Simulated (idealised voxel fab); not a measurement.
Herein follows the process module entitled voxel double patterning.
FYI the section here is cut, 255 nm wide, cells are 5 nm squares.
Cross-sections here: square-cell grids, written as top-down lists of bands, a band being one or more rows of cells.
Each band's line starts with the height of the band's top and of its bottom, in nm. Then come its materials from left to right, each with its width in nm. One material with "all across" fills the band from edge to edge. "air" is empty space.
Heights are expressed relative to 0, this being the level below which the as-received wafer comprises one material exclusively. The lowest band is unbounded in the downward direction and is denoted as in "0..down".
Think of "30..40" as a width that walks from the first number to the second as you go down the band, top row to bottom row, taking equal-sized steps from row to row.
Where the words "remains unaltered" appear for a step, the cross-section shows no cell changed by that step; every cell remained as before.
"Sealed internal cavities" means: voids of 8 cells or more that are shut off from the top with no open way through. Written width x height at distance, distance from the left edge, in nm.
Post-settings text on a step line: simulator's own remark regarding the step.
overlay nm: mask right of planned place by this much (step with mask). Neg. = left.
THE STEPS PLANNED FOR THE PROCESS ARE AS FOLLOWS
1) RECEIVE (material Si)
2) CONFORMAL_DEP (material SiN; thk nm 10)
3) DIRECTIONAL_DEP (material SiO2; thk nm 15)
4) DIRECTIONAL_DEP (material SiCN; thk nm 5)
5) DIRECTIONAL_DEP (material aC; thk nm 10)
6) PATTERN (tone open; mask id FIRST; material resist; width nm 15; pitch nm 50; thk nm 25; overlay nm 0)
7) DIRECTIONAL_ETCH (etch materials aC; depth nm 10)
8) STRIP (etch materials resist)
9) DIRECTIONAL_ETCH (etch materials SiCN; depth nm 5)
10) STRIP (etch materials aC)
11) MASKED_ETCH (tone open; mask id SECOND; width nm 15; etch materials SiCN; depth nm 5; overlay nm 0)
12) DIRECTIONAL_ETCH (etch materials SiO2; depth nm 15)
13) STRIP (etch materials SiCN)
THE CROSS-SECTION HERE SHOWS THE WAFER AS RECEIVED, I.E. IN ITS STATE AFTER STEP 1
	0..down = Si all across
	Sealed internal cavities: none
WAFER AT MODULE END, IN SECTION. BEGAN AS ABOVE, PLANNED AS ABOVE, RUN WITH ONE MISTAKE
	25..15 = 95 nm SiO2 / 15 nm air / 10 nm SiO2 / 15 nm air / 10 nm SiO2 / 15 nm air / 95 nm SiO2
	15..10 = SiO2 all across
	10..0 = SiN all across
	0..down = Si all across
	Sealed internal cavities: none
Heads up, the wafer didn't run the way we planned it: step 12 ran with different settings than intended, the actual operation and settings being DIRECTIONAL_ETCH (etch materials SiO2; depth nm 10)
